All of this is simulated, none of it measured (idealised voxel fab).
This is a process module. Its name is voxel self aligned vias.
Pictured: cross-section cut, 265 nm wide, on a grid of 5 nm square cells.
For the purposes of this document, a cross-section shall be understood as a grid of square cells, specified as bands listed in top-to-bottom order, each band consisting of one or more rows of cells. Basically the band line says how high the top is and how high the bottom is, in nm, and then what's in it from left to right, every material with its width in nm. Empty space shows up as "blank", and if a single material carries "all across" it runs the full band edge to edge. Where do heights start? At 0: under that level the wafer as delivered is made of one material only. And the lowest band has no floor; it just carries on downward, as in "0 nm and below". It should be noted that a width expressed as "30..40" varies in equal increments from row to row of cells within the band, taking the value of the first number at the top row and that of the second number at the bottom row. Take "no alteration" at face value: in the step it is given for, the cross-section changed in none of its cells. Entry "Closed internal cavities". Content: empty spaces with no open connection to the top, size 8 cells or greater. Each: width x height at distance. Distance: from left edge. Unit: nm. Formally, on a step line, whatever follows the settings is a remark that the simulator itself makes on the step. The setting "overlay nm" may be written on the line of a step. When the step uses a mask, the value reports how far to the right of the planned place the mask lay, and a negative value reports that it lay to the left. Reading guide: pairs of cross-sections, before and after one process step; after view cut off at lowest changed band; step and settings listed under each pair. Pairs may stem from different runs of this module on the same starting wafer; continuity with the pair above only where the "Before this step" entry states it.

**Before this step**
0 nm and below | Si all across
Closed internal cavities: none

**Step Outcome**
15 nm to 0 nm | SiO2 all across
Lower than 0, everything is as it was.
Closed internal cavities: none
Step that separates the before view from the after view above: CONFORMAL_DEP (material SiO2; thk nm 15)

Before this step: no separate figure, the pair right above already shows it after its step.

**Step Outcome**
20 nm to 15 nm | SiCN all across
Lower than 15, everything is as it was.
Closed internal cavities: none
Step that separates the before view from the after view above: CONFORMAL_DEP (material SiCN; thk nm 5)

Before this step: no separate figure, the pair right above already shows it after its step.

**Step Outcome**
50 nm to 20 nm | lowk all across
Lower than 20, everything is as it was.
Closed internal cavities: none
Step that separates the before view from the after view above: DIRECTIONAL_DEP (material lowk; thk nm 30)

Before this step: no separate figure, the pair right above already shows it after its step.

**Step Outcome**
70 nm to 50 nm | resist: 90, then blank: 20, then resist: 45, then blank: 20, then resist: 90
Lower than 50, everything is as it was.
Closed internal cavities: none
Step that separates the before view from the after view above: PATTERN (tone open; mask id LINES; material resist; width nm 20; pitch nm 65; thk nm 20; overlay nm 0)

Before this step: no separate figure, the pair right above already shows it after its step.

**Step Outcome**
70 nm to 50 nm | resist: 90, then blank: 20, then resist: 45, then blank: 20, then resist: 90
50 nm to 20 nm | lowk: 90, then blank: 20, then lowk: 45, then blank: 20, then lowk: 90
Lower than 20, everything is as it was.
Closed internal cavities: none
Step that separates the before view from the after view above: DIRECTIONAL_ETCH (etch materials lowk; depth nm 30)

Before this step: no separate figure, the pair right above already shows it after its step.

**Step Outcome**
50 nm to 20 nm | lowk: 90, then blank: 20, then lowk: 45, then blank: 20, then lowk: 90
Lower than 20, everything is as it was.
Closed internal cavities: none
Step that separates the before view from the after view above: STRIP (etch materials resist)

Before this step: no separate figure, the pair right above already shows it after its step.

**Step Outcome**
55 nm to 50 nm | TiN: 95, then blank: 10, then TiN: 55, then blank: 10, then TiN: 95
50 nm to 25 nm | lowk: 90, then TiN: 5, then blank: 10, then TiN: 5, then lowk: 45, then TiN: 5, then blank: 10, then TiN: 5, then lowk: 90
25 nm to 20 nm | lowk: 90, then TiN: 20, then lowk: 45, then TiN: 20, then lowk: 90
Lower than 20, everything is as it was.
Closed internal cavities: none
Step that separates the before view from the after view above: CONFORMAL_DEP (material TiN; thk nm 5)

Before this step: no separate figure, the pair right above already shows it after its step.

**Step Outcome**
60 nm to 55 nm | W all across
55 nm to 50 nm | TiN: 95, then W: 10, then TiN: 55, then W: 10, then TiN: 95
50 nm to 25 nm | lowk: 90, then TiN: 5, then W: 10, then TiN: 5, then lowk: 45, then TiN: 5, then W: 10, then TiN: 5, then lowk: 90
Lower than 25, everything is as it was.
Closed internal cavities: none
Step that separates the before view from the after view above: FILL_DEP (material W; thk nm 5)

Before this step: no separate figure, the pair right above already shows it after its step.

**Step Outcome**
50 nm to 25 nm | lowk: 90, then TiN: 5, then W: 10, then TiN: 5, then lowk: 45, then TiN: 5, then W: 10, then TiN: 5, then lowk: 90
Lower than 25, everything is as it was.
Closed internal cavities: none
Step that separates the before view from the after view above: CMP (height nm 50)

Before this step: no separate figure, the pair right above already shows it after its step.

**Step Outcome**
50 nm to 45 nm | lowk: 90, then blank: 20, then lowk: 45, then blank: 20, then lowk: 90
Lower than 45, everything is as it was.
Closed internal cavities: none
Step that separates the before view from the after view above: SELECTIVE_ETCH (etch materials W Ru TiN; depth nm 5)

Before this step: no separate figure, the pair right above already shows it after its step.

**Step Outcome**
60 nm to 50 nm | SiN all across
50 nm to 45 nm | lowk: 90, then SiN: 20, then lowk: 45, then SiN: 20, then lowk: 90
Lower than 45, everything is as it was.
Closed internal cavities: none
Step that separates the before view from the after view above: FILL_DEP (material SiN; thk nm 10)

Before this step: no separate figure, the pair right above already shows it after its step.

**Step Outcome**
50 nm to 45 nm | lowk: 90, then SiN: 20, then lowk: 45, then SiN: 20, then lowk: 90
Lower than 45, everything is as it was.
Closed internal cavities: none
Step that separates the before view from the after view above: CMP (height nm 50)

Before this step: no separate figure, the pair right above already shows it after its step.

**Step Outcome**
70 nm to 50 nm | lowk all across
Lower than 50, everything is as it was.
Closed internal cavities: none
Step that separates the before view from the after view above: DIRECTIONAL_DEP (material lowk; thk nm 20)

Before this step: no separate figure, the pair right above already shows it after its step.

**Step Outcome**
80 nm to 70 nm | aC all across
Lower than 70, everything is as it was.
Closed internal cavities: none
Step that separates the before view from the after view above: DIRECTIONAL_DEP (material aC; thk nm 10)

Before this step: no separate figure, the pair right above already shows it after its step.

**Step Outcome**
110 nm to 80 nm | resist: 80, then blank: 40, then resist: 25, then blank: 40, then resist: 80
Lower than 80, everything is as it was.
Closed internal cavities: none
Step that separates the before view from the after view above: PATTERN (tone open; mask id VIAS; material resist; width nm 40; pitch nm 65; thk nm 30; overlay nm 0)

Before this step: no separate figure, the pair right above already shows it after its step.

**Step Outcome**
100 nm to 80 nm | resist: 80, then blank: 40, then resist: 25, then blank: 40, then resist: 80
80 nm to 70 nm | aC: 80, then blank: 40, then aC: 25, then blank: 40, then aC: 80
Lower than 70, everything is as it was.
Closed internal cavities: none
Step that separates the before view from the after view above: DIRECTIONAL_ETCH (etch materials aC; depth nm 10)

Before this step: no separate figure, the pair right above already shows it after its step.

**Step Outcome**
80 nm to 70 nm | aC: 80, then blank: 40, then aC: 25, then blank: 40, then aC: 80
Lower than 70, everything is as it was.
Closed internal cavities: none
Step that separates the before view from the after view above: STRIP (etch materials resist)

Before this step: no separate figure, the pair right above already shows it after its step.

**Step Outcome**
80 nm to 70 nm | aC: 80, then blank: 40, then aC: 25, then blank: 40, then aC: 80
70 nm to 50 nm | lowk: 80, then blank: 40, then lowk: 25, then blank: 40, then lowk: 80
Lower than 50, everything is as it was.
Closed internal cavities: none
Step that separates the before view from the after view above: DIRECTIONAL_ETCH (etch materials lowk; depth nm 20)

Before this step: no separate figure, the pair right above already shows it after its step.

**Step Outcome**
80 nm to 70 nm | aC: 80, then blank: 40, then aC: 25, then blank: 40, then aC: 80
70 nm to 50 nm | lowk: 80, then blank: 40, then lowk: 25, then blank: 40, then lowk: 80
50 nm to 45 nm | lowk: 90, then blank: 20, then lowk: 45, then blank: 20, then lowk: 90
Lower than 45, everything is as it was.
Closed internal cavities: none
Step that separates the before view from the after view above: DIRECTIONAL_ETCH (etch materials SiN; depth nm 5)

Before this step: no separate figure, the pair right above already shows it after its step.

**Step Outcome**
70 nm to 50 nm | lowk: 80, then blank: 40, then lowk: 25, then blank: 40, then lowk: 80
Lower than 50, everything is as it was.
Closed internal cavities: none
Step that separates the before view from the after view above: STRIP (etch materials aC)

Before this step: no separate figure, the pair right above already shows it after its step.

**Step Outcome**
75 nm to 70 nm | TiN: 85, then blank: 30, then TiN: 35, then blank: 30, then TiN: 85
70 nm to 55 nm | lowk: 80, then TiN: 5, then blank: 30, then TiN: 5, then lowk: 25, then TiN: 5, then blank: 30, then TiN: 5, then lowk: 80
55 nm to 50 nm | lowk: 80, then TiN: 15, then blank: 10, then TiN: 15, then lowk: 25, then TiN: 15, then blank: 10, then TiN: 15, then lowk: 80
50 nm to 45 nm | lowk: 90, then TiN: 20, then lowk: 45, then TiN: 20, then lowk: 90
Lower than 45, everything is as it was.
Closed internal cavities: none
Step that separates the before view from the after view above: CONFORMAL_DEP (material TiN; thk nm 5)

Before this step: no separate figure, the pair right above already shows it after its step.

**Step Outcome**
80 nm to 75 nm | W all across
75 nm to 70 nm | TiN: 85, then W: 30, then TiN: 35, then W: 30, then TiN: 85
70 nm to 55 nm | lowk: 80, then TiN: 5, then W: 30, then TiN: 5, then lowk: 25, then TiN: 5, then W: 30, then TiN: 5, then lowk: 80
55 nm to 50 nm | lowk: 80, then TiN: 15, then W: 10, then TiN: 15, then lowk: 25, then TiN: 15, then W: 10, then TiN: 15, then lowk: 80
Lower than 50, everything is as it was.
Closed internal cavities: none
Step that separates the before view from the after view above: FILL_DEP (material W; thk nm 5)

Before this step: no separate figure, the pair right above already shows it after its step.

**Step Outcome**
70 nm to 55 nm | lowk: 80, then TiN: 5, then W: 30, then TiN: 5, then lowk: 25, then TiN: 5, then W: 30, then TiN: 5, then lowk: 80
Lower than 55, everything is as it was.
Closed internal cavities: none
Step that separates the before view from the after view above: CMP (height nm 70)

Before this step: no separate figure, the pair right above already shows it after its step.

**Step Outcome**
75 nm to 70 nm | SiCN all across
Lower than 70, everything is as it was.
Closed internal cavities: none
Step that separates the before view from the after view above: CONFORMAL_DEP (material SiCN; thk nm 5)

**Before this step**
15 nm to 0 nm | SiO2 all across
0 nm and below | Si all across
Closed internal cavities: none

**Step Outcome**
45 nm to 15 nm | lowk all across
Lower than 15, everything is as it was.
Closed internal cavities: none
Step that separates the before view from the after view above: DIRECTIONAL_DEP (material lowk; thk nm 30)

Before this step: no separate figure, the pair right above already shows it after its step.

**Step Outcome**
65 nm to 45 nm | resist: 90, then blank: 20, then resist: 45, then blank: 20, then resist: 90
Lower than 45, everything is as it was.
Closed internal cavities: none
Step that separates the before view from the after view above: PATTERN (tone open; mask id LINES; material resist; width nm 20; pitch nm 65; thk nm 20; overlay nm 0)

Before this step: no separate figure, the pair right above already shows it after its step.

**Step Outcome**
65 nm to 45 nm | resist: 90, then blank: 20, then resist: 45, then blank: 20, then resist: 90
45 nm to 15 nm | lowk: 90, then blank: 20, then lowk: 45, then blank: 20, then lowk: 90
Lower than 15, everything is as it was.
Closed internal cavities: none
Step that separates the before view from the after view above: DIRECTIONAL_ETCH (etch materials lowk; depth nm 30)

Before this step: no separate figure, the pair right above already shows it after its step.

**Step Outcome**
45 nm to 15 nm | lowk: 90, then blank: 20, then lowk: 45, then blank: 20, then lowk: 90
Lower than 15, everything is as it was.
Closed internal cavities: none
Step that separates the before view from the after view above: STRIP (etch materials resist)

Before this step: no separate figure, the pair right above already shows it after its step.

**Step Outcome**
50 nm to 45 nm | TiN: 95, then blank: 10, then TiN: 55, then blank: 10, then TiN: 95
45 nm to 20 nm | lowk: 90, then TiN: 5, then blank: 10, then TiN: 5, then lowk: 45, then TiN: 5, then blank: 10, then TiN: 5, then lowk: 90
20 nm to 15 nm | lowk: 90, then TiN: 20, then lowk: 45, then TiN: 20, then lowk: 90
Lower than 15, everything is as it was.
Closed internal cavities: none
Step that separates the before view from the after view above: CONFORMAL_DEP (material TiN; thk nm 5)

Before this step: no separate figure, the pair right above already shows it after its step.

**Step Outcome**
55 nm to 50 nm | W all across
50 nm to 45 nm | TiN: 95, then W: 10, then TiN: 55, then W: 10, then TiN: 95
45 nm to 20 nm | lowk: 90, then TiN: 5, then W: 10, then TiN: 5, then lowk: 45, then TiN: 5, then W: 10, then TiN: 5, then lowk: 90
Lower than 20, everything is as it was.
Closed internal cavities: none
Step that separates the before view from the after view above: FILL_DEP (material W; thk nm 5)

Before this step: no separate figure, the pair right above already shows it after its step.

**Step Outcome**
50 nm to 45 nm | TiN: 95, then W: 10, then TiN: 55, then W: 10, then TiN: 95
Lower than 45, everything is as it was.
Closed internal cavities: none
Step that separates the before view from the after view above: CMP (height nm 50)

Before this step: no separate figure, the pair right above already shows it after its step.

**Step Outcome**
45 nm to 20 nm | lowk: 90, then TiN: 5, then W: 10, then TiN: 5, then lowk: 45, then TiN: 5, then W: 10, then TiN: 5, then lowk: 90
Lower than 20, everything is as it was.
Closed internal cavities: none
Step that separates the before view from the after view above: SELECTIVE_ETCH (etch materials W Ru TiN; depth nm 5)

Before this step: no separate figure, the pair right above already shows it after its step.

**Step Outcome**
55 nm to 45 nm | SiN all across
Lower than 45, everything is as it was.
Closed internal cavities: none
Step that separates the before view from the after view above: FILL_DEP (material SiN; thk nm 10)

Before this step: no separate figure, the pair right above already shows it after its step.

**Step Outcome**
50 nm to 45 nm | SiN all across
Lower than 45, everything is as it was.
Closed internal cavities: none
Step that separates the before view from the after view above: CMP (height nm 50)

Before this step: no separate figure, the pair right above already shows it after its step.

**Step Outcome**
70 nm to 50 nm | lowk all across
Lower than 50, everything is as it was.
Closed internal cavities: none
Step that separates the before view from the after view above: DIRECTIONAL_DEP (material lowk; thk nm 20)

Before this step: no separate figure, the pair right above already shows it after its step.

**Step Outcome**
80 nm to 70 nm | aC all across
Lower than 70, everything is as it was.
Closed internal cavities: none
Step that separates the before view from the after view above: DIRECTIONAL_DEP (material aC; thk nm 10)

Before this step: no separate figure, the pair right above already shows it after its step.

**Step Outcome**
110 nm to 80 nm | resist: 80, then blank: 40, then resist: 25, then blank: 40, then resist: 80
Lower than 80, everything is as it was.
Closed internal cavities: none
Step that separates the before view from the after view above: PATTERN (tone open; mask id VIAS; material resist; width nm 40; pitch nm 65; thk nm 30; overlay nm 0)

Before this step: no separate figure, the pair right above already shows it after its step.

**Step Outcome**
100 nm to 80 nm | resist: 80, then blank: 40, then resist: 25, then blank: 40, then resist: 80
80 nm to 70 nm | aC: 80, then blank: 40, then aC: 25, then blank: 40, then aC: 80
Lower than 70, everything is as it was.
Closed internal cavities: none
Step that separates the before view from the after view above: DIRECTIONAL_ETCH (etch materials aC; depth nm 10)

Before this step: no separate figure, the pair right above already shows it after its step.

**Step Outcome**
80 nm to 70 nm | aC: 80, then blank: 40, then aC: 25, then blank: 40, then aC: 80
Lower than 70, everything is as it was.
Closed internal cavities: none
Step that separates the before view from the after view above: STRIP (etch materials resist)

Before this step: no separate figure, the pair right above already shows it after its step.

**Step Outcome**
80 nm to 70 nm | aC: 80, then blank: 40, then aC: 25, then blank: 40, then aC: 80
70 nm to 50 nm | lowk: 80, then blank: 40, then lowk: 25, then blank: 40, then lowk: 80
Lower than 50, everything is as it was.
Closed internal cavities: none
Step that separates the before view from the after view above: DIRECTIONAL_ETCH (etch materials lowk; depth nm 20)

Before this step: no separate figure, the pair right above already shows it after its step.

**Step Outcome**
80 nm to 70 nm | aC: 80, then blank: 40, then aC: 25, then blank: 40, then aC: 80
70 nm to 50 nm | lowk: 80, then blank: 40, then lowk: 25, then blank: 40, then lowk: 80
50 nm to 45 nm | SiN: 80, then blank: 40, then SiN: 25, then blank: 40, then SiN: 80
Lower than 45, everything is as it was.
Closed internal cavities: none
Step that separates the before view from the after view above: DIRECTIONAL_ETCH (etch materials SiN; depth nm 5)

Before this step: no separate figure, the pair right above already shows it after its step.

**Step Outcome**
70 nm to 50 nm | lowk: 80, then blank: 40, then lowk: 25, then blank: 40, then lowk: 80
Lower than 50, everything is as it was.
Closed internal cavities: none
Step that separates the before view from the after view above: STRIP (etch materials aC)

Before this step: no separate figure, the pair right above already shows it after its step.

**Step Outcome**
75 nm to 70 nm | TiN: 85, then blank: 30, then TiN: 35, then blank: 30, then TiN: 85
70 nm to 50 nm | lowk: 80, then TiN: 5, then blank: 30, then TiN: 5, then lowk: 25, then TiN: 5, then blank: 30, then TiN: 5, then lowk: 80
50 nm to 45 nm | SiN: 80, then TiN: 40, then SiN: 25, then TiN: 40, then SiN: 80
Lower than 45, everything is as it was.
Closed internal cavities: none
Step that separates the before view from the after view above: CONFORMAL_DEP (material TiN; thk nm 5)

Before this step: no separate figure, the pair right above already shows it after its step.

**Step Outcome**
80 nm to 75 nm | W all across
75 nm to 70 nm | TiN: 85, then W: 30, then TiN: 35, then W: 30, then TiN: 85
70 nm to 50 nm | lowk: 80, then TiN: 5, then W: 30, then TiN: 5, then lowk: 25, then TiN: 5, then W: 30, then TiN: 5, then lowk: 80
Lower than 50, everything is as it was.
Closed internal cavities: none
Step that separates the before view from the after view above: FILL_DEP (material W; thk nm 5)

Before this step: no separate figure, the pair right above already shows it after its step.

**Step Outcome**
70 nm to 50 nm | lowk: 80, then TiN: 5, then W: 30, then TiN: 5, then lowk: 25, then TiN: 5, then W: 30, then TiN: 5, then lowk: 80
Lower than 50, everything is as it was.
Closed internal cavities: none
Step that separates the before view from the after view above: CMP (height nm 70)

Before this step: no separate figure, the pair right above already shows it after its step.

**Step Outcome**
75 nm to 70 nm | SiCN all across
Lower than 70, everything is as it was.
Closed internal cavities: none
Step that separates the before view from the after view above: CONFORMAL_DEP (material SiCN; thk nm 5)

**Before this step**
80 nm to 70 nm | aC: 80, then blank: 40, then aC: 25, then blank: 40, then aC: 80
70 nm to 50 nm | lowk: 80, then blank: 40, then lowk: 25, then blank: 40, then lowk: 80
50 nm to 45 nm | lowk: 90, then SiN: 20, then lowk: 45, then SiN: 20, then lowk: 90
45 nm to 25 nm | lowk: 90, then TiN: 5, then W: 10, then TiN: 5, then lowk: 45, then TiN: 5, then W: 10, then TiN: 5, then lowk: 90
25 nm to 20 nm | lowk: 90, then TiN: 20, then lowk: 45, then TiN: 20, then lowk: 90
20 nm to 15 nm | SiCN all across
15 nm to 0 nm | SiO2 all across
0 nm and below | Si all across
Closed internal cavities: none

**Step Outcome**
80 nm to 70 nm | aC: 80, then blank: 40, then aC: 25, then blank: 40, then aC: 80
70 nm to 50 nm | lowk: 80, then blank: 40, then lowk: 25, then blank: 40, then lowk: 80
50 nm to 45 nm | lowk: 80, then blank: 10, then SiN: 20, then blank: 10, then lowk: 25, then blank: 10, then SiN: 20, then blank: 10, then lowk: 80
45 nm to 30 nm | lowk: 80, then blank: 10, then TiN: 5, then W: 10, then TiN: 5, then blank: 10, then lowk: 25, then blank: 10, then TiN: 5, then W: 10, then TiN: 5, then blank: 10, then lowk: 80
Lower than 30, everything is as it was.
Closed internal cavities: none
Step that separates the before view from the after view above: DIRECTIONAL_ETCH (etch materials lowk; depth nm 20)

Before this step: no separate figure, the pair right above already shows it after its step.

**Step Outcome**
80 nm to 70 nm | aC: 80, then blank: 40, then aC: 25, then blank: 40, then aC: 80
70 nm to 45 nm | lowk: 80, then blank: 40, then lowk: 25, then blank: 40, then lowk: 80
Lower than 45, everything is as it was.
Closed internal cavities: none
Step that separates the before view from the after view above: DIRECTIONAL_ETCH (etch materials SiN; depth nm 5)

Before this step: no separate figure, the pair right above already shows it after its step.

**Step Outcome**
70 nm to 45 nm | lowk: 80, then blank: 40, then lowk: 25, then blank: 40, then lowk: 80
Lower than 45, everything is as it was.
Closed internal cavities: none
Step that separates the before view from the after view above: STRIP (etch materials aC)

Before this step: no separate figure, the pair right above already shows it after its step.

**Step Outcome**
75 nm to 70 nm | TiN: 85, then blank: 30, then TiN: 35, then blank: 30, then TiN: 85
70 nm to 50 nm | lowk: 80, then TiN: 5, then blank: 30, then TiN: 5, then lowk: 25, then TiN: 5, then blank: 30, then TiN: 5, then lowk: 80
50 nm to 45 nm | lowk: 80, then TiN: 40, then lowk: 25, then TiN: 40, then lowk: 80
45 nm to 30 nm | lowk: 80, then TiN: 15, then W: 10, then TiN: 15, then lowk: 25, then TiN: 15, then W: 10, then TiN: 15, then lowk: 80
Lower than 30, everything is as it was.
Closed internal cavities: none
Step that separates the before view from the after view above: CONFORMAL_DEP (material TiN; thk nm 5)

Before this step: no separate figure, the pair right above already shows it after its step.

**Step Outcome**
80 nm to 75 nm | W all across
75 nm to 70 nm | TiN: 85, then W: 30, then TiN: 35, then W: 30, then TiN: 85
70 nm to 50 nm | lowk: 80, then TiN: 5, then W: 30, then TiN: 5, then lowk: 25, then TiN: 5, then W: 30, then TiN: 5, then lowk: 80
Lower than 50, everything is as it was.
Closed internal cavities: none
Step that separates the before view from the after view above: FILL_DEP (material W; thk nm 5)

Before this step: no separate figure, the pair right above already shows it after its step.

**Step Outcome**
70 nm to 50 nm | lowk: 80, then TiN: 5, then W: 30, then TiN: 5, then lowk: 25, then TiN: 5, then W: 30, then TiN: 5, then lowk: 80
Lower than 50, everything is as it was.
Closed internal cavities: none
Step that separates the before view from the after view above: CMP (height nm 70)

Before this step: no separate figure, the pair right above already shows it after its step.

**Step Outcome**
75 nm to 70 nm | SiCN all across
Lower than 70, everything is as it was.
Closed internal cavities: none
Step that separates the before view from the after view above: CONFORMAL_DEP (material SiCN; thk nm 5)

**Before this step**
0 nm and below | Si all across
Closed internal cavities: none

**Step Outcome**
5 nm to 0 nm | SiCN all across
Lower than 0, everything is as it was.
Closed internal cavities: none
Step that separates the before view from the after view above: CONFORMAL_DEP (material SiCN; thk nm 5)

Before this step: no separate figure, the pair right above already shows it after its step.

**Step Outcome**
20 nm to 5 nm | SiO2 all across
Lower than 5, everything is as it was.
Closed internal cavities: none
Step that separates the before view from the after view above: CONFORMAL_DEP (material SiO2; thk nm 15)

Before this step: no separate figure, the pair right above already shows it after its step.

**Step Outcome**
50 nm to 20 nm | lowk all across
Lower than 20, everything is as it was.
Closed internal cavities: none
Step that separates the before view from the after view above: DIRECTIONAL_DEP (material lowk; thk nm 30)

Before this step: no separate figure, the pair right above already shows it after its step.

**Step Outcome**
70 nm to 50 nm | resist: 90, then blank: 20, then resist: 45, then blank: 20, then resist: 90
Lower than 50, everything is as it was.
Closed internal cavities: none
Step that separates the before view from the after view above: PATTERN (tone open; mask id LINES; material resist; width nm 20; pitch nm 65; thk nm 20; overlay nm 0)

Before this step: no separate figure, the pair right above already shows it after its step.

**Step Outcome**
70 nm to 50 nm | resist: 90, then blank: 20, then resist: 45, then blank: 20, then resist: 90
50 nm to 20 nm | lowk: 90, then blank: 20, then lowk: 45, then blank: 20, then lowk: 90
Lower than 20, everything is as it was.
Closed internal cavities: none
Step that separates the before view from the after view above: DIRECTIONAL_ETCH (etch materials lowk; depth nm 30)

Before this step: no separate figure, the pair right above already shows it after its step.

**Step Outcome**
50 nm to 20 nm | lowk: 90, then blank: 20, then lowk: 45, then blank: 20, then lowk: 90
Lower than 20, everything is as it was.
Closed internal cavities: none
Step that separates the before view from the after view above: STRIP (etch materials resist)

Before this step: no separate figure, the pair right above already shows it after its step.

**Step Outcome**
55 nm to 50 nm | TiN: 95, then blank: 10, then TiN: 55, then blank: 10, then TiN: 95
50 nm to 25 nm | lowk: 90, then TiN: 5, then blank: 10, then TiN: 5, then lowk: 45, then TiN: 5, then blank: 10, then TiN: 5, then lowk: 90
25 nm to 20 nm | lowk: 90, then TiN: 20, then lowk: 45, then TiN: 20, then lowk: 90
Lower than 20, everything is as it was.
Closed internal cavities: none
Step that separates the before view from the after view above: CONFORMAL_DEP (material TiN; thk nm 5)

Before this step: no separate figure, the pair right above already shows it after its step.

**Step Outcome**
60 nm to 55 nm | W all across
55 nm to 50 nm | TiN: 95, then W: 10, then TiN: 55, then W: 10, then TiN: 95
50 nm to 25 nm | lowk: 90, then TiN: 5, then W: 10, then TiN: 5, then lowk: 45, then TiN: 5, then W: 10, then TiN: 5, then lowk: 90
Lower than 25, everything is as it was.
Closed internal cavities: none
Step that separates the before view from the after view above: FILL_DEP (material W; thk nm 5)

Before this step: no separate figure, the pair right above already shows it after its step.

**Step Outcome**
50 nm to 25 nm | lowk: 90, then TiN: 5, then W: 10, then TiN: 5, then lowk: 45, then TiN: 5, then W: 10, then TiN: 5, then lowk: 90
Lower than 25, everything is as it was.
Closed internal cavities: none
Step that separates the before view from the after view above: CMP (height nm 50)

Before this step: no separate figure, the pair right above already shows it after its step.

**Step Outcome**
50 nm to 45 nm | lowk: 90, then blank: 20, then lowk: 45, then blank: 20, then lowk: 90
Lower than 45, everything is as it was.
Closed internal cavities: none
Step that separates the before view from the after view above: SELECTIVE_ETCH (etch materials W Ru TiN; depth nm 5)

Before this step: no separate figure, the pair right above already shows it after its step.

**Step Outcome**
60 nm to 50 nm | SiN all across
50 nm to 45 nm | lowk: 90, then SiN: 20, then lowk: 45, then SiN: 20, then lowk: 90
Lower than 45, everything is as it was.
Closed internal cavities: none
Step that separates the before view from the after view above: FILL_DEP (material SiN; thk nm 10)

Before this step: no separate figure, the pair right above already shows it after its step.

**Step Outcome**
50 nm to 45 nm | lowk: 90, then SiN: 20, then lowk: 45, then SiN: 20, then lowk: 90
Lower than 45, everything is as it was.
Closed internal cavities: none
Step that separates the before view from the after view above: CMP (height nm 50)

Before this step: no separate figure, the pair right above already shows it after its step.

**Step Outcome**
70 nm to 50 nm | lowk all across
Lower than 50, everything is as it was.
Closed internal cavities: none
Step that separates the before view from the after view above: DIRECTIONAL_DEP (material lowk; thk nm 20)

Before this step: no separate figure, the pair right above already shows it after its step.

**Step Outcome**
80 nm to 70 nm | aC all across
Lower than 70, everything is as it was.
Closed internal cavities: none
Step that separates the before view from the after view above: DIRECTIONAL_DEP (material aC; thk nm 10)

Before this step: no separate figure, the pair right above already shows it after its step.

**Step Outcome**
110 nm to 80 nm | resist: 80, then blank: 40, then resist: 25, then blank: 40, then resist: 80
Lower than 80, everything is as it was.
Closed internal cavities: none
Step that separates the before view from the after view above: PATTERN (tone open; mask id VIAS; material resist; width nm 40; pitch nm 65; thk nm 30; overlay nm 0)

Before this step: no separate figure, the pair right above already shows it after its step.

**Step Outcome**
100 nm to 80 nm | resist: 80, then blank: 40, then resist: 25, then blank: 40, then resist: 80
80 nm to 70 nm | aC: 80, then blank: 40, then aC: 25, then blank: 40, then aC: 80
Lower than 70, everything is as it was.
Closed internal cavities: none
Step that separates the before view from the after view above: DIRECTIONAL_ETCH (etch materials aC; depth nm 10)

Before this step: no separate figure, the pair right above already shows it after its step.

**Step Outcome**
80 nm to 70 nm | aC: 80, then blank: 40, then aC: 25, then blank: 40, then aC: 80
Lower than 70, everything is as it was.
Closed internal cavities: none
Step that separates the before view from the after view above: STRIP (etch materials resist)

Before this step: no separate figure, the pair right above already shows it after its step.

**Step Outcome**
80 nm to 70 nm | aC: 80, then blank: 40, then aC: 25, then blank: 40, then aC: 80
70 nm to 50 nm | lowk: 80, then blank: 40, then lowk: 25, then blank: 40, then lowk: 80
Lower than 50, everything is as it was.
Closed internal cavities: none
Step that separates the before view from the after view above: DIRECTIONAL_ETCH (etch materials lowk; depth nm 20)

Before this step: no separate figure, the pair right above already shows it after its step.

**Step Outcome**
80 nm to 70 nm | aC: 80, then blank: 40, then aC: 25, then blank: 40, then aC: 80
70 nm to 50 nm | lowk: 80, then blank: 40, then lowk: 25, then blank: 40, then lowk: 80
50 nm to 45 nm | lowk: 90, then blank: 20, then lowk: 45, then blank: 20, then lowk: 90
Lower than 45, everything is as it was.
Closed internal cavities: none
Step that separates the before view from the after view above: DIRECTIONAL_ETCH (etch materials SiN; depth nm 5)

Before this step: no separate figure, the pair right above already shows it after its step.

**Step Outcome**
70 nm to 50 nm | lowk: 80, then blank: 40, then lowk: 25, then blank: 40, then lowk: 80
Lower than 50, everything is as it was.
Closed internal cavities: none
Step that separates the before view from the after view above: STRIP (etch materials aC)

Before this step: no separate figure, the pair right above already shows it after its step.

**Step Outcome**
75 nm to 70 nm | TiN: 85, then blank: 30, then TiN: 35, then blank: 30, then TiN: 85
70 nm to 55 nm | lowk: 80, then TiN: 5, then blank: 30, then TiN: 5, then lowk: 25, then TiN: 5, then blank: 30, then TiN: 5, then lowk: 80
55 nm to 50 nm | lowk: 80, then TiN: 15, then blank: 10, then TiN: 15, then lowk: 25, then TiN: 15, then blank: 10, then TiN: 15, then lowk: 80
50 nm to 45 nm | lowk: 90, then TiN: 20, then lowk: 45, then TiN: 20, then lowk: 90
Lower than 45, everything is as it was.
Closed internal cavities: none
Step that separates the before view from the after view above: CONFORMAL_DEP (material TiN; thk nm 5)

Before this step: no separate figure, the pair right above already shows it after its step.

**Step Outcome**
80 nm to 75 nm | W all across
75 nm to 70 nm | TiN: 85, then W: 30, then TiN: 35, then W: 30, then TiN: 85
70 nm to 55 nm | lowk: 80, then TiN: 5, then W: 30, then TiN: 5, then lowk: 25, then TiN: 5, then W: 30, then TiN: 5, then lowk: 80
55 nm to 50 nm | lowk: 80, then TiN: 15, then W: 10, then TiN: 15, then lowk: 25, then TiN: 15, then W: 10, then TiN: 15, then lowk: 80
Lower than 50, everything is as it was.
Closed internal cavities: none
Step that separates the before view from the after view above: FILL_DEP (material W; thk nm 5)

Before this step: no separate figure, the pair right above already shows it after its step.

**Step Outcome**
70 nm to 55 nm | lowk: 80, then TiN: 5, then W: 30, then TiN: 5, then lowk: 25, then TiN: 5, then W: 30, then TiN: 5, then lowk: 80
Lower than 55, everything is as it was.
Closed internal cavities: none
Step that separates the before view from the after view above: CMP (height nm 70)

Before this step: no separate figure, the pair right above already shows it after its step.

**Step Outcome**
75 nm to 70 nm | SiCN all across
Lower than 70, everything is as it was.
Closed internal cavities: none
Step that separates the before view from the after view above: CONFORMAL_DEP (material SiCN; thk nm 5)
